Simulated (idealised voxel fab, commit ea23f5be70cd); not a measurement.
The process module presented herein is designated voxel self aligned vias.
The figure presents cross-section cut, which has a width of 205 nm and is divided into square cells with an edge length of 5 nm.
Each cross-section below is a grid of square cells, stated as bands in top-down order, with one or more rows of cells making up each band.
Per band: top height and bottom height in nm, followed by the left-to-right materials and their widths in nm; "edge to edge" marks a single material spanning edge to edge, "empty" marks empty space.
Zero point of the height axis is 0; under it, received wafer = one material. Lowest band: continues down indefinitely, "z 0 and below".
Width "30->40": first value at the band's top row of cells, second value at its bottom row, equal change from row to row.
"nothing altered" for a step: no cell of the cross-section changed in that step.
If an empty space has no open way to the top and is at least 8 cells in size, "Closed internal cavities" lists it, written width x height at distance, where distance is measured from the left edge and every value is in nm.
Text after the settings on a step's line: the simulator's own remark on that step.
overlay nm: mask offset rightward from planned place, masked step; negative means leftward offset.

# Planned step list for the process
1,RECEIVE (material Si)
2,CONFORMAL_DEP (material SiO2; thk nm 15)
3,CONFORMAL_DEP (material SiCN; thk nm 5)
4,DIRECTIONAL_DEP (material SiO2; thk nm 25)
5,MASKED_ETCH (tone open; mask id LINES; width nm 20; pitch nm 70; etch materials SiO2; depth nm 25; overlay nm 0)
6,CONFORMAL_DEP (material TiN; thk nm 5)
7,FILL_DEP (material W; thk nm 10)
8,CMP (height nm 45)
9,SELECTIVE_ETCH (etch materials W Ru TiN; depth nm 5)
10,FILL_DEP (material SiN; thk nm 5)
11,CMP (height nm 45)
12,DIRECTIONAL_DEP (material SiO2; thk nm 15)
13,PATTERN (tone open; mask id VIAS; material resist; width nm 40; thk nm 20; overlay nm 0)
14,DIRECTIONAL_ETCH (etch materials SiO2; depth nm 15)
15,DIRECTIONAL_ETCH (etch materials SiN; depth nm 5)
16,STRIP (etch materials resist)
17,CONFORMAL_DEP (material TiN; thk nm 5)
18,FILL_DEP (material W; thk nm 5)
19,CMP (height nm 50)
20,CONFORMAL_DEP (material SiN; thk nm 5)
Among the wafers covered here, the point of difference is the height nm at step 19; their starting state is shared, and the plan presents the value of the first wafer.

# first wafer as received, after step 1
- z 0 and below  Si edge to edge
- Closed internal cavities: none

# Note: the following table is arranged by wafer, a row apiece. Each row reports the end-of-module state: per material, cells gained (+) or cells lost (-) compared with the wafer as received; closed voids follow
height nm 50; +41 SiCN; +45 SiN; +321 SiO2; +30 TiN; +14 W; Closed internal cavities: none
height nm 55; +41 SiCN; +45 SiN; +354 SiO2; +32 TiN; +20 W; Closed internal cavities: none
height nm 60; +41 SiCN; +45 SiN; +387 SiO2; +34 TiN; +26 W; Closed internal cavities: none
height nm 65; +41 SiCN; +45 SiN; +387 SiO2; +69 TiN; +32 W; Closed internal cavities: none
height nm 70; +41 SiCN; +45 SiN; +387 SiO2; +69 TiN; +73 W; Closed internal cavities: none
